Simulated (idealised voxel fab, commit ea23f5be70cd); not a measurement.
process module | voxel spacer lines
cross-section cut | 255 nm wide | cells 5 nm
A cross-section is a grid of square cells, given in bands from the top down. A band is one or more rows of cells.
Each band's line starts with the height of the band's top and of its bottom, in nm. Then come its materials from left to right, each with its width in nm. One material with "throughout" fills the band from edge to edge. "air" is empty space.
Height 0 is the level under which the wafer as received is all one material. The lowest band goes on downwards, as in "0 down".
A width such as "30 to 40" changes by the same amount from each row of cells to the next, from the band's top row to its bottom row.
"no change" after a step means that no cell of the cross-section changed.
closed voids: empty space of 8 cells or more with no open way to the top, each as width x height at its distance from the left edge, in nm
after a step's settings: what the simulator itself notes on the step
overlay nm, on a step with a mask: how far to the right of its planned place the mask lay; to the left if negative
plan
1 op RECEIVE | material Si
2 op CONFORMAL_DEP | material Al2O3 | thk nm 10
3 op DIRECTIONAL_DEP | material polySi | thk nm 15
4 op DIRECTIONAL_DEP | material aC | thk nm 20
5 op PATTERN | tone cover | mask id MANDREL | material resist | width nm 25 | pitch nm 70 | thk nm 25 | overlay nm 0
6 op DIRECTIONAL_ETCH | etch materials aC | depth nm 20
7 op STRIP | etch materials resist
8 op CONFORMAL_DEP | material SiO2 | thk nm 10
9 op DIRECTIONAL_ETCH | etch materials SiO2 | depth nm 10
10 op STRIP | etch materials aC
11 op DIRECTIONAL_ETCH | etch materials polySi | depth nm 15
12 op STRIP | etch materials SiO2
13 op FILL_DEP | material lowk | thk nm 10
14 op CMP | height nm 25
first wafer, as planned
as received, after step 1
  0 down: Si throughout
  closed voids: none
after step 2
  10 to 0: Al2O3 throughout
  below 0: unchanged
after step 3
  25 to 10: polySi throughout
  below 10: unchanged
after step 4
  45 to 25: aC throughout
  below 25: unchanged
after step 5
  70 to 45: air 80 | resist 25 | air 45 | resist 25 | air 80
  below 45: unchanged
after step 6
  50 to 45: air 80 | resist 25 | air 45 | resist 25 | air 80
  45 to 25: air 80 | aC 25 | air 45 | aC 25 | air 80
  below 25: unchanged
after step 7
  45 to 25: air 80 | aC 25 | air 45 | aC 25 | air 80
  below 25: unchanged
after step 8
  55 to 45: air 70 | SiO2 45 | air 25 | SiO2 45 | air 70
  45 to 35: air 70 | SiO2 10 | aC 25 | SiO2 10 | air 25 | SiO2 10 | aC 25 | SiO2 10 | air 70
  35 to 25: SiO2 80 | aC 25 | SiO2 45 | aC 25 | SiO2 80
  below 25: unchanged
after step 9
  45 to 25: air 70 | SiO2 10 | aC 25 | SiO2 10 | air 25 | SiO2 10 | aC 25 | SiO2 10 | air 70
  below 25: unchanged
after step 10
  45 to 25: air 70 | SiO2 10 | air 25 | SiO2 10 | air 25 | SiO2 10 | air 25 | SiO2 10 | air 70
  below 25: unchanged
after step 11
  45 to 25: air 70 | SiO2 10 | air 25 | SiO2 10 | air 25 | SiO2 10 | air 25 | SiO2 10 | air 70
  25 to 10: air 70 | polySi 10 | air 25 | polySi 10 | air 25 | polySi 10 | air 25 | polySi 10 | air 70
  below 10: unchanged
after step 12
  25 to 10: air 70 | polySi 10 | air 25 | polySi 10 | air 25 | polySi 10 | air 25 | polySi 10 | air 70
  below 10: unchanged
after step 13
  35 to 25: lowk throughout
  25 to 10: lowk 70 | polySi 10 | lowk 25 | polySi 10 | lowk 25 | polySi 10 | lowk 25 | polySi 10 | lowk 70
  below 10: unchanged
after step 14
  25 to 10: lowk 70 | polySi 10 | lowk 25 | polySi 10 | lowk 25 | polySi 10 | lowk 25 | polySi 10 | lowk 70
  below 10: unchanged
second wafer: like start, like plan, one mistake. Through step 4 it matches the first wafer
when step 5 should have ended
  70 to 45: air 75 | resist 25 | air 45 | resist 25 | air 85
  below 45: unchanged
when step 6 should have ended
  50 to 45: air 75 | resist 25 | air 45 | resist 25 | air 85
  45 to 25: air 75 | aC 25 | air 45 | aC 25 | air 85
  below 25: unchanged
when step 7 should have ended
  45 to 25: air 75 | aC 25 | air 45 | aC 25 | air 85
  below 25: unchanged
when step 8 should have ended
  55 to 45: air 65 | SiO2 45 | air 25 | SiO2 45 | air 75
  45 to 35: air 65 | SiO2 10 | aC 25 | SiO2 10 | air 25 | SiO2 10 | aC 25 | SiO2 10 | air 75
  35 to 25: SiO2 75 | aC 25 | SiO2 45 | aC 25 | SiO2 85
  below 25: unchanged
when step 9 should have ended
  45 to 25: air 65 | SiO2 10 | aC 25 | SiO2 10 | air 25 | SiO2 10 | aC 25 | SiO2 10 | air 75
  below 25: unchanged
when step 10 should have ended
  45 to 25: air 65 | SiO2 10 | air 25 | SiO2 10 | air 25 | SiO2 10 | air 25 | SiO2 10 | air 75
  below 25: unchanged
when step 11 should have ended
  45 to 25: air 65 | SiO2 10 | air 25 | SiO2 10 | air 25 | SiO2 10 | air 25 | SiO2 10 | air 75
  25 to 10: air 65 | polySi 10 | air 25 | polySi 10 | air 25 | polySi 10 | air 25 | polySi 10 | air 75
  below 10: unchanged
when step 12 should have ended
  25 to 10: air 65 | polySi 10 | air 25 | polySi 10 | air 25 | polySi 10 | air 25 | polySi 10 | air 75
  below 10: unchanged
when step 13 should have ended
  35 to 25: lowk throughout
  25 to 10: lowk 65 | polySi 10 | lowk 25 | polySi 10 | lowk 25 | polySi 10 | lowk 25 | polySi 10 | lowk 75
  below 10: unchanged
when step 14 should have ended
  25 to 10: lowk 65 | polySi 10 | lowk 25 | polySi 10 | lowk 25 | polySi 10 | lowk 25 | polySi 10 | lowk 75
  below 10: unchanged
what went wrong: step 5 ran as: op PATTERN | tone cover | mask id MANDREL | material resist | width nm 25 | pitch nm 70 | thk nm 25 | overlay nm -5
at the end the second wafer has, in cells: as many of each material as the first, in other places
